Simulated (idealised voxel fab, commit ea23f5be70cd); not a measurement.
Process module under the name voxel wiring stack
Cross-section cut spans 280 nm and uses square cells 5 nm in size.
We lay out every cross-section as a grid of square cells and spell it out in bands from the top down, where one band means one or more rows of cells. Top, bottom (nm), then materials left to right with widths (nm); lone material tagged "everywhere" fills the whole band edge to edge; "empty" = empty space. A quick word on heights: they are counted from 0, and under that level the wafer as it came to us is one material throughout. The lowest band is different from the rest in having no bottom; it simply continues downward, written as in "0 -> down". With a width like "30 to 40", each row of cells in the band differs from the next by the same amount, the top row carrying the first number and the bottom row the second. When a step is marked "stayed the same", none of the cells in the cross-section changed during that step. The label "Non-vented voids" introduces a list of the empty spaces, 8 cells or larger, that have no open way up to the top; each entry in it reads width x height at distance, where the distance is taken from the left edge and all three are stated in nm. If you see something after the settings on a step's line, that's the simulator's own remark about that step. The line of a step may include "overlay nm". On a step with a mask, this value is how far to the right of its planned place the mask lay. A negative value means the mask lay to the left.
### Steps planned for the process
1. RECEIVE: material Si
2. CONFORMAL_DEP: material SiO2, thk nm 10
3. CONFORMAL_DEP: material SiCN, thk nm 5
4. DIRECTIONAL_DEP: material lowk, thk nm 25
5. DIRECTIONAL_DEP: material aC, thk nm 10
6. PATTERN: tone open, mask id METAL_1, material resist, width nm 30, pitch nm 55, thk nm 30, overlay nm 0
7. DIRECTIONAL_ETCH: etch materials aC, depth nm 10
8. STRIP: etch materials resist
9. DIRECTIONAL_ETCH: etch materials lowk, depth nm 25
10. DIRECTIONAL_ETCH: etch materials SiCN, depth nm 5
11. STRIP: etch materials aC
12. CONFORMAL_DEP: material TiN, thk nm 5
13. FILL_DEP: material Ru, thk nm 5
14. CMP: height nm 40
15. EPI: material Ru, thk nm 5
16. FILL_DEP: material SiCN, thk nm 5
17. DIRECTIONAL_DEP: material lowk, thk nm 15
18. DIRECTIONAL_DEP: material aC, thk nm 15
19. PATTERN: tone open, mask id PLUG_1, material resist, width nm 15, pitch nm 110, thk nm 35, overlay nm 0
20. DIRECTIONAL_ETCH: etch materials aC, depth nm 15
21. STRIP: etch materials resist
22. DIRECTIONAL_ETCH: etch materials lowk, depth nm 15
23. DIRECTIONAL_ETCH: etch materials SiCN, depth nm 5
24. STRIP: etch materials aC
25. EPI: material Ru, thk nm 10
26. EPI: material Ru, thk nm 10
27. DIRECTIONAL_DEP: material TiN, thk nm 5
28. DIRECTIONAL_DEP: material W, thk nm 25
29. DIRECTIONAL_DEP: material aC, thk nm 10
30. PATTERN: tone cover, mask id METAL_2, material resist, width nm 30, pitch nm 55, thk nm 30, overlay nm 0
31. DIRECTIONAL_ETCH: etch materials aC, depth nm 10
32. STRIP: etch materials resist
33. DIRECTIONAL_ETCH: etch materials W, depth nm 25
34. DIRECTIONAL_ETCH: etch materials TiN, depth nm 5
35. STRIP: etch materials aC
36. CONFORMAL_DEP: material SiCN, thk nm 5
37. FILL_DEP: material lowk, thk nm 5
38. CMP: height nm 95
39. CONFORMAL_DEP: material SiCN, thk nm 5
40. DIRECTIONAL_DEP: material SiO2, thk nm 20
41. MASKED_ETCH: tone open, mask id PLUG_2, width nm 15, pitch nm 55, etch materials SiO2, depth nm 20, overlay nm 0
42. MASKED_ETCH: tone open, mask id PLUG_2, width nm 15, pitch nm 55, etch materials SiCN, depth nm 5, overlay nm 0
43. EPI: material Ru, thk nm 10
44. EPI: material Ru, thk nm 10
45. EPI: material Ru, thk nm 5
46. DIRECTIONAL_DEP: material TiN, thk nm 5
47. DIRECTIONAL_DEP: material Ru, thk nm 25
48. MASKED_ETCH: tone cover, mask id METAL_3, width nm 30, pitch nm 55, etch materials Ru, depth nm 25, overlay nm 0
49. MASKED_ETCH: tone cover, mask id METAL_3, width nm 30, pitch nm 55, etch materials TiN, depth nm 5, overlay nm 0
50. FILL_DEP: material lowk, thk nm 5
51. CMP: height nm 150
52. CONFORMAL_DEP: material SiN, thk nm 5
### First of two wafers, processed according to plan
### Cross-section of the incoming wafer, state after step 1
    0 -> down: Si everywhere
    Non-vented voids: none
### How the wafer stands in section after step 2
    10 -> 0: SiO2 everywhere
    Below 0 it's all the same as before, nothing changed down there.
### How the wafer stands in section after step 3
    15 -> 10: SiCN everywhere
    Below 10 it's all the same as before, nothing changed down there.
### How the wafer stands in section after step 4
    40 -> 15: lowk everywhere
    Below 15 it's all the same as before, nothing changed down there.
### How the wafer stands in section after step 5
    50 -> 40: aC everywhere
    Below 40 it's all the same as before, nothing changed down there.
### How the wafer stands in section after step 6
    80 -> 50: resist=40; empty=30; resist=25; empty=30; resist=25; empty=30; resist=25; empty=30; resist=45
    Below 50 it's all the same as before, nothing changed down there.
### How the wafer stands in section after step 7
    70 -> 50: resist=40; empty=30; resist=25; empty=30; resist=25; empty=30; resist=25; empty=30; resist=45
    50 -> 40: aC=40; empty=30; aC=25; empty=30; aC=25; empty=30; aC=25; empty=30; aC=45
    Below 40 it's all the same as before, nothing changed down there.
### How the wafer stands in section after step 8
    50 -> 40: aC=40; empty=30; aC=25; empty=30; aC=25; empty=30; aC=25; empty=30; aC=45
    Below 40 it's all the same as before, nothing changed down there.
### How the wafer stands in section after step 9
    50 -> 40: aC=40; empty=30; aC=25; empty=30; aC=25; empty=30; aC=25; empty=30; aC=45
    40 -> 15: lowk=40; empty=30; lowk=25; empty=30; lowk=25; empty=30; lowk=25; empty=30; lowk=45
    Below 15 it's all the same as before, nothing changed down there.
### How the wafer stands in section after step 10
    50 -> 40: aC=40; empty=30; aC=25; empty=30; aC=25; empty=30; aC=25; empty=30; aC=45
    40 -> 15: lowk=40; empty=30; lowk=25; empty=30; lowk=25; empty=30; lowk=25; empty=30; lowk=45
    15 -> 10: SiCN=40; empty=30; SiCN=25; empty=30; SiCN=25; empty=30; SiCN=25; empty=30; SiCN=45
    Below 10 it's all the same as before, nothing changed down there.
### How the wafer stands in section after step 11
    40 -> 15: lowk=40; empty=30; lowk=25; empty=30; lowk=25; empty=30; lowk=25; empty=30; lowk=45
    Below 15 it's all the same as before, nothing changed down there.
### How the wafer stands in section after step 12
    45 -> 40: TiN=45; empty=20; TiN=35; empty=20; TiN=35; empty=20; TiN=35; empty=20; TiN=50
    40 -> 15: lowk=40; TiN=5; empty=20; TiN=5; lowk=25; TiN=5; empty=20; TiN=5; lowk=25; TiN=5; empty=20; TiN=5; lowk=25; TiN=5; empty=20; TiN=5; lowk=45
    15 -> 10: SiCN=40; TiN=30; SiCN=25; TiN=30; SiCN=25; TiN=30; SiCN=25; TiN=30; SiCN=45
    Below 10 it's all the same as before, nothing changed down there.
### How the wafer stands in section after step 13
    50 -> 45: Ru everywhere
    45 -> 40: TiN=45; Ru=20; TiN=35; Ru=20; TiN=35; Ru=20; TiN=35; Ru=20; TiN=50
    40 -> 15: lowk=40; TiN=5; Ru=20; TiN=5; lowk=25; TiN=5; Ru=20; TiN=5; lowk=25; TiN=5; Ru=20; TiN=5; lowk=25; TiN=5; Ru=20; TiN=5; lowk=45
    Below 15 it's all the same as before, nothing changed down there.
### How the wafer stands in section after step 14
    40 -> 15: lowk=40; TiN=5; Ru=20; TiN=5; lowk=25; TiN=5; Ru=20; TiN=5; lowk=25; TiN=5; Ru=20; TiN=5; lowk=25; TiN=5; Ru=20; TiN=5; lowk=45
    Below 15 it's all the same as before, nothing changed down there.
### How the wafer stands in section after step 15
    45 -> 40: empty=35; Ru=40; empty=15; Ru=40; empty=15; Ru=40; empty=15; Ru=40; empty=40
    Below 40 it's all the same as before, nothing changed down there.
### How the wafer stands in section after step 16
    50 -> 45: SiCN everywhere
    45 -> 40: SiCN=35; Ru=40; SiCN=15; Ru=40; SiCN=15; Ru=40; SiCN=15; Ru=40; SiCN=40
    Below 40 it's all the same as before, nothing changed down there.
### How the wafer stands in section after step 17
    65 -> 50: lowk everywhere
    Below 50 it's all the same as before, nothing changed down there.
### How the wafer stands in section after step 18
    80 -> 65: aC everywhere
    Below 65 it's all the same as before, nothing changed down there.
### How the wafer stands in section after step 19
    115 -> 80: resist=40; empty=15; resist=95; empty=15; resist=115
    Below 80 it's all the same as before, nothing changed down there.
### How the wafer stands in section after step 20
    100 -> 80: resist=40; empty=15; resist=95; empty=15; resist=115
    80 -> 65: aC=40; empty=15; aC=95; empty=15; aC=115
    Below 65 it's all the same as before, nothing changed down there.
### How the wafer stands in section after step 21
    80 -> 65: aC=40; empty=15; aC=95; empty=15; aC=115
    Below 65 it's all the same as before, nothing changed down there.
### How the wafer stands in section after step 22
    80 -> 65: aC=40; empty=15; aC=95; empty=15; aC=115
    65 -> 50: lowk=40; empty=15; lowk=95; empty=15; lowk=115
    Below 50 it's all the same as before, nothing changed down there.
### How the wafer stands in section after step 23
    80 -> 65: aC=40; empty=15; aC=95; empty=15; aC=115
    65 -> 50: lowk=40; empty=15; lowk=95; empty=15; lowk=115
    50 -> 45: SiCN=40; empty=15; SiCN=95; empty=15; SiCN=115
    Below 45 it's all the same as before, nothing changed down there.
### How the wafer stands in section after step 24
    65 -> 50: lowk=40; empty=15; lowk=95; empty=15; lowk=115
    Below 50 it's all the same as before, nothing changed down there.
### How the wafer stands in section after step 25
    65 -> 55: lowk=40; empty=15; lowk=95; empty=15; lowk=115
    55 -> 50: lowk=40; Ru=15; lowk=95; Ru=15; lowk=115
    50 -> 45: SiCN=40; Ru=15; SiCN=95; Ru=15; SiCN=115
    Below 45 it's all the same as before, nothing changed down there.
### How the wafer stands in section after step 26
    65 -> 50: lowk=40; Ru=15; lowk=95; Ru=15; lowk=115
    Below 50 it's all the same as before, nothing changed down there.
### How the wafer stands in section after step 27
    70 -> 65: TiN everywhere
    Below 65 it's all the same as before, nothing changed down there.
### How the wafer stands in section after step 28
    95 -> 70: W everywhere
    Below 70 it's all the same as before, nothing changed down there.
### How the wafer stands in section after step 29
    105 -> 95: aC everywhere
    Below 95 it's all the same as before, nothing changed down there.
### How the wafer stands in section after step 30
    135 -> 105: empty=40; resist=30; empty=25; resist=30; empty=25; resist=30; empty=25; resist=30; empty=45
    Below 105 it's all the same as before, nothing changed down there.
### How the wafer stands in section after step 31
    125 -> 105: empty=40; resist=30; empty=25; resist=30; empty=25; resist=30; empty=25; resist=30; empty=45
    105 -> 95: empty=40; aC=30; empty=25; aC=30; empty=25; aC=30; empty=25; aC=30; empty=45
    Below 95 it's all the same as before, nothing changed down there.
### How the wafer stands in section after step 32
    105 -> 95: empty=40; aC=30; empty=25; aC=30; empty=25; aC=30; empty=25; aC=30; empty=45
    Below 95 it's all the same as before, nothing changed down there.
### How the wafer stands in section after step 33
    105 -> 95: empty=40; aC=30; empty=25; aC=30; empty=25; aC=30; empty=25; aC=30; empty=45
    95 -> 70: empty=40; W=30; empty=25; W=30; empty=25; W=30; empty=25; W=30; empty=45
    Below 70 it's all the same as before, nothing changed down there.
### How the wafer stands in section after step 34
    105 -> 95: empty=40; aC=30; empty=25; aC=30; empty=25; aC=30; empty=25; aC=30; empty=45
    95 -> 70: empty=40; W=30; empty=25; W=30; empty=25; W=30; empty=25; W=30; empty=45
    70 -> 65: empty=40; TiN=30; empty=25; TiN=30; empty=25; TiN=30; empty=25; TiN=30; empty=45
    Below 65 it's all the same as before, nothing changed down there.
### How the wafer stands in section after step 35
    95 -> 70: empty=40; W=30; empty=25; W=30; empty=25; W=30; empty=25; W=30; empty=45
    Below 70 it's all the same as before, nothing changed down there.
### How the wafer stands in section after step 36
    100 -> 95: empty=35; SiCN=40; empty=15; SiCN=40; empty=15; SiCN=40; empty=15; SiCN=40; empty=40
    95 -> 70: empty=35; SiCN=5; W=30; SiCN=5; empty=15; SiCN=5; W=30; SiCN=5; empty=15; SiCN=5; W=30; SiCN=5; empty=15; SiCN=5; W=30; SiCN=5; empty=40
    70 -> 65: SiCN=40; TiN=30; SiCN=25; TiN=30; SiCN=25; TiN=30; SiCN=25; TiN=30; SiCN=45
    Below 65 it's all the same as before, nothing changed down there.
### How the wafer stands in section after step 37
    105 -> 100: lowk everywhere
    100 -> 95: lowk=35; SiCN=40; lowk=15; SiCN=40; lowk=15; SiCN=40; lowk=15; SiCN=40; lowk=40
    95 -> 70: lowk=35; SiCN=5; W=30; SiCN=5; lowk=15; SiCN=5; W=30; SiCN=5; lowk=15; SiCN=5; W=30; SiCN=5; lowk=15; SiCN=5; W=30; SiCN=5; lowk=40
    Below 70 it's all the same as before, nothing changed down there.
### How the wafer stands in section after step 38
    95 -> 70: lowk=35; SiCN=5; W=30; SiCN=5; lowk=15; SiCN=5; W=30; SiCN=5; lowk=15; SiCN=5; W=30; SiCN=5; lowk=15; SiCN=5; W=30; SiCN=5; lowk=40
    Below 70 it's all the same as before, nothing changed down there.
### How the wafer stands in section after step 39
    100 -> 95: SiCN everywhere
    Below 95 it's all the same as before, nothing changed down there.
### How the wafer stands in section after step 40
    120 -> 100: SiO2 everywhere
    Below 100 it's all the same as before, nothing changed down there.
### How the wafer stands in section after step 41
    120 -> 100: SiO2=40; empty=15; SiO2=40; empty=15; SiO2=40; empty=15; SiO2=40; empty=15; SiO2=60
    Below 100 it's all the same as before, nothing changed down there.
### How the wafer stands in section after step 42
    120 -> 100: SiO2=40; empty=15; SiO2=40; empty=15; SiO2=40; empty=15; SiO2=40; empty=15; SiO2=60
    100 -> 95: SiCN=40; empty=15; SiCN=40; empty=15; SiCN=40; empty=15; SiCN=40; empty=15; SiCN=60
    Below 95 it's all the same as before, nothing changed down there.
### How the wafer stands in section after step 43
    120 -> 105: SiO2=40; empty=15; SiO2=40; empty=15; SiO2=40; empty=15; SiO2=40; empty=15; SiO2=60
    105 -> 100: SiO2=40; Ru=15; SiO2=40; Ru=15; SiO2=40; Ru=15; SiO2=40; Ru=15; SiO2=60
    100 -> 95: SiCN=40; Ru=15; SiCN=40; Ru=15; SiCN=40; Ru=15; SiCN=40; Ru=15; SiCN=60
    Below 95 it's all the same as before, nothing changed down there.
### How the wafer stands in section after step 44
    120 -> 115: SiO2=40; empty=15; SiO2=40; empty=15; SiO2=40; empty=15; SiO2=40; empty=15; SiO2=60
    115 -> 100: SiO2=40; Ru=15; SiO2=40; Ru=15; SiO2=40; Ru=15; SiO2=40; Ru=15; SiO2=60
    Below 100 it's all the same as before, nothing changed down there.
### How the wafer stands in section after step 45
    120 -> 100: SiO2=40; Ru=15; SiO2=40; Ru=15; SiO2=40; Ru=15; SiO2=40; Ru=15; SiO2=60
    Below 100 it's all the same as before, nothing changed down there.
### How the wafer stands in section after step 46
    125 -> 120: TiN everywhere
    Below 120 it's all the same as before, nothing changed down there.
### How the wafer stands in section after step 47
    150 -> 125: Ru everywhere
    Below 125 it's all the same as before, nothing changed down there.
### How the wafer stands in section after step 48
    150 -> 125: empty=40; Ru=30; empty=25; Ru=30; empty=25; Ru=30; empty=25; Ru=30; empty=45
    Below 125 it's all the same as before, nothing changed down there.
### How the wafer stands in section after step 49
    150 -> 125: empty=40; Ru=30; empty=25; Ru=30; empty=25; Ru=30; empty=25; Ru=30; empty=45
    125 -> 120: empty=40; TiN=30; empty=25; TiN=30; empty=25; TiN=30; empty=25; TiN=30; empty=45
    Below 120 it's all the same as before, nothing changed down there.
### How the wafer stands in section after step 50
    155 -> 150: lowk everywhere
    150 -> 125: lowk=40; Ru=30; lowk=25; Ru=30; lowk=25; Ru=30; lowk=25; Ru=30; lowk=45
    125 -> 120: lowk=40; TiN=30; lowk=25; TiN=30; lowk=25; TiN=30; lowk=25; TiN=30; lowk=45
    Below 120 it's all the same as before, nothing changed down there.
### How the wafer stands in section after step 51
    150 -> 125: lowk=40; Ru=30; lowk=25; Ru=30; lowk=25; Ru=30; lowk=25; Ru=30; lowk=45
    Below 125 it's all the same as before, nothing changed down there.
### How the wafer stands in section after step 52
    155 -> 150: SiN everywhere
    Below 150 it's all the same as before, nothing changed down there.
### The Second Wafer: Common Origin and Plan, One Mistake in Execution, Identical to the First Through Step 24
### Planned end of step 26: second wafer, cross-section
    65 -> 55: lowk=40; empty=15; lowk=95; empty=15; lowk=115
    55 -> 50: lowk=40; Ru=15; lowk=95; Ru=15; lowk=115
    50 -> 45: SiCN=40; Ru=15; SiCN=95; Ru=15; SiCN=115
    Below 45 it's all the same as before, nothing changed down there.
### Planned end of step 27: second wafer, cross-section
    70 -> 65: TiN=40; empty=15; TiN=95; empty=15; TiN=115
    65 -> 60: lowk=40; empty=15; lowk=95; empty=15; lowk=115
    60 -> 55: lowk=40; TiN=15; lowk=95; TiN=15; lowk=115
    Below 55 it's all the same as before, nothing changed down there.
### Planned end of step 28: second wafer, cross-section
    95 -> 85: W=40; empty=15; W=95; empty=15; W=115
    85 -> 70: W everywhere
    70 -> 65: TiN=40; W=15; TiN=95; W=15; TiN=115
    65 -> 60: lowk=40; W=15; lowk=95; W=15; lowk=115
    Below 60 it's all the same as before, nothing changed down there.
### Planned end of step 29: second wafer, cross-section
    105 -> 95: aC=40; empty=15; aC=95; empty=15; aC=115
    95 -> 85: W=40; aC=15; W=95; aC=15; W=115
    Below 85 it's all the same as before, nothing changed down there.
### Planned end of step 30: second wafer, cross-section
    135 -> 105: empty=40; resist=30; empty=25; resist=30; empty=25; resist=30; empty=25; resist=30; empty=45
    105 -> 95: aC=40; resist=15; aC=95; resist=15; aC=115
    Below 95 it's all the same as before, nothing changed down there.
### Planned end of step 31: second wafer, cross-section
    125 -> 105: empty=40; resist=30; empty=25; resist=30; empty=25; resist=30; empty=25; resist=30; empty=45
    105 -> 95: empty=40; resist=15; aC=15; empty=25; aC=30; empty=25; resist=15; aC=15; empty=25; aC=30; empty=45
    Below 95 it's all the same as before, nothing changed down there.
### Planned end of step 32: second wafer, cross-section
    105 -> 95: empty=55; aC=15; empty=25; aC=30; empty=40; aC=15; empty=25; aC=30; empty=45
    Below 95 it's all the same as before, nothing changed down there.
### Planned end of step 33: second wafer, cross-section
    105 -> 95: empty=55; aC=15; empty=25; aC=30; empty=40; aC=15; empty=25; aC=30; empty=45
    95 -> 85: empty=40; aC=15; W=15; empty=25; W=30; empty=25; aC=15; W=15; empty=25; W=30; empty=45
    85 -> 70: empty=40; W=30; empty=25; W=30; empty=25; W=30; empty=25; W=30; empty=45
    Below 70 it's all the same as before, nothing changed down there.
### Planned end of step 34: second wafer, cross-section
    105 -> 95: empty=55; aC=15; empty=25; aC=30; empty=40; aC=15; empty=25; aC=30; empty=45
    95 -> 85: empty=40; aC=15; W=15; empty=25; W=30; empty=25; aC=15; W=15; empty=25; W=30; empty=45
    85 -> 70: empty=40; W=30; empty=25; W=30; empty=25; W=30; empty=25; W=30; empty=45
    70 -> 65: empty=40; W=15; TiN=15; empty=25; TiN=30; empty=25; W=15; TiN=15; empty=25; TiN=30; empty=45
    Below 65 it's all the same as before, nothing changed down there.
### Planned end of step 35: second wafer, cross-section
    95 -> 85: empty=55; W=15; empty=25; W=30; empty=40; W=15; empty=25; W=30; empty=45
    Below 85 it's all the same as before, nothing changed down there.
### Planned end of step 36: second wafer, cross-section
    100 -> 95: empty=50; SiCN=25; empty=15; SiCN=40; empty=30; SiCN=25; empty=15; SiCN=40; empty=40
    95 -> 85: empty=50 to 35; SiCN=5 to 20; W=15; SiCN=5; empty=15; SiCN=5; W=30; SiCN=5; empty=30 to 15; SiCN=5 to 20; W=15; SiCN=5; empty=15; SiCN=5; W=30; SiCN=5; empty=40
    85 -> 70: empty=35; SiCN=5; W=30; SiCN=5; empty=15; SiCN=5; W=30; SiCN=5; empty=15; SiCN=5; W=30; SiCN=5; empty=15; SiCN=5; W=30; SiCN=5; empty=40
    70 -> 65: SiCN=40; W=15; TiN=15; SiCN=25; TiN=30; SiCN=25; W=15; TiN=15; SiCN=25; TiN=30; SiCN=45
    Below 65 it's all the same as before, nothing changed down there.
### Planned end of step 37: second wafer, cross-section
    105 -> 100: lowk everywhere
    100 -> 95: lowk=50; SiCN=25; lowk=15; SiCN=40; lowk=30; SiCN=25; lowk=15; SiCN=40; lowk=40
    95 -> 85: lowk=50 to 35; SiCN=5 to 20; W=15; SiCN=5; lowk=15; SiCN=5; W=30; SiCN=5; lowk=30 to 15; SiCN=5 to 20; W=15; SiCN=5; lowk=15; SiCN=5; W=30; SiCN=5; lowk=40
    85 -> 70: lowk=35; SiCN=5; W=30; SiCN=5; lowk=15; SiCN=5; W=30; SiCN=5; lowk=15; SiCN=5; W=30; SiCN=5; lowk=15; SiCN=5; W=30; SiCN=5; lowk=40
    Below 70 it's all the same as before, nothing changed down there.
### Planned end of step 38: second wafer, cross-section
    95 -> 85: lowk=50 to 35; SiCN=5 to 20; W=15; SiCN=5; lowk=15; SiCN=5; W=30; SiCN=5; lowk=30 to 15; SiCN=5 to 20; W=15; SiCN=5; lowk=15; SiCN=5; W=30; SiCN=5; lowk=40
    Below 85 it's all the same as before, nothing changed down there.
### Planned end of step 39: second wafer, cross-section
    100 -> 95: SiCN everywhere
    Below 95 it's all the same as before, nothing changed down there.
### Planned end of step 40: second wafer, cross-section
    120 -> 100: SiO2 everywhere
    Below 100 it's all the same as before, nothing changed down there.
### Planned end of step 41: second wafer, cross-section
    120 -> 100: SiO2=40; empty=15; SiO2=40; empty=15; SiO2=40; empty=15; SiO2=40; empty=15; SiO2=60
    Below 100 it's all the same as before, nothing changed down there.
### Planned end of step 42: second wafer, cross-section
    120 -> 100: SiO2=40; empty=15; SiO2=40; empty=15; SiO2=40; empty=15; SiO2=40; empty=15; SiO2=60
    100 -> 95: SiCN=40; empty=15; SiCN=40; empty=15; SiCN=40; empty=15; SiCN=40; empty=15; SiCN=60
    Below 95 it's all the same as before, nothing changed down there.
### Planned end of step 43: second wafer, cross-section
    120 -> 105: SiO2=40; empty=15; SiO2=40; empty=15; SiO2=40; empty=15; SiO2=40; empty=15; SiO2=60
    105 -> 100: SiO2=40; empty=15; SiO2=40; Ru=15; SiO2=40; empty=15; SiO2=40; Ru=15; SiO2=60
    100 -> 95: SiCN=40; empty=15; SiCN=40; Ru=15; SiCN=40; empty=15; SiCN=40; Ru=15; SiCN=60
    Below 95 it's all the same as before, nothing changed down there.
### Planned end of step 44: second wafer, cross-section
    120 -> 115: SiO2=40; empty=15; SiO2=40; empty=15; SiO2=40; empty=15; SiO2=40; empty=15; SiO2=60
    115 -> 100: SiO2=40; empty=15; SiO2=40; Ru=15; SiO2=40; empty=15; SiO2=40; Ru=15; SiO2=60
    Below 100 it's all the same as before, nothing changed down there.
### Planned end of step 45: second wafer, cross-section
    120 -> 100: SiO2=40; empty=15; SiO2=40; Ru=15; SiO2=40; empty=15; SiO2=40; Ru=15; SiO2=60
    Below 100 it's all the same as before, nothing changed down there.
### Planned end of step 46: second wafer, cross-section
    125 -> 120: TiN=40; empty=15; TiN=95; empty=15; TiN=115
    120 -> 100: SiO2=40; empty=15; SiO2=40; Ru=15; SiO2=40; empty=15; SiO2=40; Ru=15; SiO2=60
    100 -> 95: SiCN=40; TiN=15; SiCN=40; Ru=15; SiCN=40; TiN=15; SiCN=40; Ru=15; SiCN=60
    Below 95 it's all the same as before, nothing changed down there.
### Planned end of step 47: second wafer, cross-section
    150 -> 125: Ru=40; empty=15; Ru=95; empty=15; Ru=115
    125 -> 120: TiN=40; Ru=15; TiN=95; Ru=15; TiN=115
    120 -> 100: SiO2=40; Ru=15; SiO2=40; Ru=15; SiO2=40; Ru=15; SiO2=40; Ru=15; SiO2=60
    Below 100 it's all the same as before, nothing changed down there.
### Planned end of step 48: second wafer, cross-section
    150 -> 125: empty=55; Ru=15; empty=25; Ru=30; empty=40; Ru=15; empty=25; Ru=30; empty=45
    Below 125 it's all the same as before, nothing changed down there.
### Planned end of step 49: second wafer, cross-section
    150 -> 125: empty=55; Ru=15; empty=25; Ru=30; empty=40; Ru=15; empty=25; Ru=30; empty=45
    125 -> 120: empty=40; Ru=15; TiN=15; empty=25; TiN=30; empty=25; Ru=15; TiN=15; empty=25; TiN=30; empty=45
    Below 120 it's all the same as before, nothing changed down there.
### Planned end of step 50: second wafer, cross-section
    155 -> 150: lowk everywhere
    150 -> 125: lowk=55; Ru=15; lowk=25; Ru=30; lowk=40; Ru=15; lowk=25; Ru=30; lowk=45
    125 -> 120: lowk=40; Ru=15; TiN=15; lowk=25; TiN=30; lowk=25; Ru=15; TiN=15; lowk=25; TiN=30; lowk=45
    Below 120 it's all the same as before, nothing changed down there.
### Planned end of step 51: second wafer, cross-section
    150 -> 125: lowk=55; Ru=15; lowk=25; Ru=30; lowk=40; Ru=15; lowk=25; Ru=30; lowk=45
    Below 125 it's all the same as before, nothing changed down there.
### Planned end of step 52: second wafer, cross-section
    155 -> 150: SiN everywhere
    Below 150 it's all the same as before, nothing changed down there.
Here's what went sideways: of the identical steps 25 and 26, one was left out, though there is no way to say which
Heads up, by the end the second wafer has more or fewer cells of some materials compared to the first: Ru: 42 fewer; SiCN: 6 more; lowk: 36 more
